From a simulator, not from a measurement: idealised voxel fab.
Herein follows the process module entitled voxel plated lines.
We display cut, a cross-section 200 nm in width whose square cells are each 5 nm.
In this document a cross-section is written as a grid of square cells. It is given as a series of bands, listed from the top down, and a band is one or more rows of cells.
Band entry format. Leading values: height of top, height of bottom, nm. Remainder: materials in left-to-right order, each with its width in nm. Special words: "all across" on a single material, which then fills the band edge to edge; "empty", empty space.
Convention: height 0 is the level below which the wafer, as received, is all one material. The lowest band does not terminate at the bottom but continues downward, represented as "0 -> down".
Per-row width for "30->40": begins at first number (top row of band), ends at second number (bottom row), increment between rows held constant.
"no change occurred" after a step means that no cell of the cross-section changed.
If an empty space has no open way to the top and is at least 8 cells in size, "Trapped cavities" lists it, written width x height at distance, where distance is measured from the left edge and every value is in nm.
The remark found on a step's line after its settings is issued by the simulator itself and pertains to that step.
Regarding "overlay nm": on a step with a mask, it is the distance the mask lay to the right of its planned place; a negative value places it to the left.
### plan
1 RECEIVE with material Si
2 CONFORMAL_DEP with material SiN, thk nm 5
3 DIRECTIONAL_DEP with material TiN, thk nm 5
4 PATTERN with tone open, mask id LINES, material resist, width nm 25, pitch nm 45, thk nm 35, overlay nm 0
5 EPI with material Ru, thk nm 5
6 EPI with material Ru, thk nm 5
7 EPI with material Ru, thk nm 10
8 STRIP with etch materials resist
9 DIRECTIONAL_ETCH with etch materials TiN, depth nm 5
10 CONFORMAL_DEP with material SiO2, thk nm 10
### Below: the first of two wafers, run as planned
### This is the cross-section of the wafer as we received it, i.e. after step 1
  0 -> down | Si all across
  Trapped cavities: none
### The wafer, seen in cross-section, after step 2
  5 -> 0 | SiN all across
  Nothing below the height 0 has changed.
### The wafer, seen in cross-section, after step 3
  10 -> 5 | TiN all across
  Nothing below the height 5 has changed.
### The wafer, seen in cross-section, after step 4
  45 -> 10 | 40 nm resist, 25 nm empty, 20 nm resist, 25 nm empty, 20 nm resist, 25 nm empty, 45 nm resist
  Nothing below the height 10 has changed.
### The wafer, seen in cross-section, after step 5
  45 -> 15 | 40 nm resist, 25 nm empty, 20 nm resist, 25 nm empty, 20 nm resist, 25 nm empty, 45 nm resist
  15 -> 10 | 40 nm resist, 25 nm Ru, 20 nm resist, 25 nm Ru, 20 nm resist, 25 nm Ru, 45 nm resist
  Nothing below the height 10 has changed.
### The wafer, seen in cross-section, after step 6
  45 -> 20 | 40 nm resist, 25 nm empty, 20 nm resist, 25 nm empty, 20 nm resist, 25 nm empty, 45 nm resist
  20 -> 10 | 40 nm resist, 25 nm Ru, 20 nm resist, 25 nm Ru, 20 nm resist, 25 nm Ru, 45 nm resist
  Nothing below the height 10 has changed.
### The wafer, seen in cross-section, after step 7
  45 -> 30 | 40 nm resist, 25 nm empty, 20 nm resist, 25 nm empty, 20 nm resist, 25 nm empty, 45 nm resist
  30 -> 10 | 40 nm resist, 25 nm Ru, 20 nm resist, 25 nm Ru, 20 nm resist, 25 nm Ru, 45 nm resist
  Nothing below the height 10 has changed.
### The wafer, seen in cross-section, after step 8
  30 -> 10 | 40 nm empty, 25 nm Ru, 20 nm empty, 25 nm Ru, 20 nm empty, 25 nm Ru, 45 nm empty
  Nothing below the height 10 has changed.
### The wafer, seen in cross-section, after step 9
  30 -> 10 | 40 nm empty, 25 nm Ru, 20 nm empty, 25 nm Ru, 20 nm empty, 25 nm Ru, 45 nm empty
  10 -> 5 | 40 nm empty, 25 nm TiN, 20 nm empty, 25 nm TiN, 20 nm empty, 25 nm TiN, 45 nm empty
  Nothing below the height 5 has changed.
### The wafer, seen in cross-section, after step 10
  40 -> 30 | 30 nm empty, 135 nm SiO2, 35 nm empty
  30 -> 15 | 30 nm empty, 10 nm SiO2, 25 nm Ru, 20 nm SiO2, 25 nm Ru, 20 nm SiO2, 25 nm Ru, 10 nm SiO2, 35 nm empty
  15 -> 10 | 40 nm SiO2, 25 nm Ru, 20 nm SiO2, 25 nm Ru, 20 nm SiO2, 25 nm Ru, 45 nm SiO2
  10 -> 5 | 40 nm SiO2, 25 nm TiN, 20 nm SiO2, 25 nm TiN, 20 nm SiO2, 25 nm TiN, 45 nm SiO2
  Nothing below the height 5 has changed.
### Notes, second wafer: start = first wafer's, plan = first wafer's, execution had one mistake; history identical to first through step 3
### Look at the second wafer in cross-section at the time step 4 ought to have finished
  15 -> 10 | Ru all across
  Nothing below the height 10 has changed.
### Look at the second wafer in cross-section at the time step 5 ought to have finished
  50 -> 15 | 40 nm resist, 25 nm empty, 20 nm resist, 25 nm empty, 20 nm resist, 25 nm empty, 45 nm resist
  Nothing below the height 15 has changed.
### Look at the second wafer in cross-section at the time step 6 ought to have finished
  50 -> 20 | 40 nm resist, 25 nm empty, 20 nm resist, 25 nm empty, 20 nm resist, 25 nm empty, 45 nm resist
  20 -> 15 | 40 nm resist, 25 nm Ru, 20 nm resist, 25 nm Ru, 20 nm resist, 25 nm Ru, 45 nm resist
  Nothing below the height 15 has changed.
### Look at the second wafer in cross-section at the time step 7 ought to have finished
  50 -> 30 | 40 nm resist, 25 nm empty, 20 nm resist, 25 nm empty, 20 nm resist, 25 nm empty, 45 nm resist
  30 -> 15 | 40 nm resist, 25 nm Ru, 20 nm resist, 25 nm Ru, 20 nm resist, 25 nm Ru, 45 nm resist
  Nothing below the height 15 has changed.
### Look at the second wafer in cross-section at the time step 8 ought to have finished
  30 -> 15 | 40 nm empty, 25 nm Ru, 20 nm empty, 25 nm Ru, 20 nm empty, 25 nm Ru, 45 nm empty
  Nothing below the height 15 has changed.
Look at the second wafer in cross-section at the time step 9 ought to have finished: no change occurred
### Look at the second wafer in cross-section at the time step 10 ought to have finished
  40 -> 30 | 30 nm empty, 135 nm SiO2, 35 nm empty
  30 -> 25 | 30 nm empty, 10 nm SiO2, 25 nm Ru, 20 nm SiO2, 25 nm Ru, 20 nm SiO2, 25 nm Ru, 10 nm SiO2, 35 nm empty
  25 -> 15 | 40 nm SiO2, 25 nm Ru, 20 nm SiO2, 25 nm Ru, 20 nm SiO2, 25 nm Ru, 45 nm SiO2
  Nothing below the height 15 has changed.
Diagnosis: sequence error: steps 4 and 5 interchanged
It is noted that, at the conclusion of processing, the second wafer exhibits a higher or lower cell count for certain materials relative to the first: +25 Ru; -24 SiO2; +25 TiN
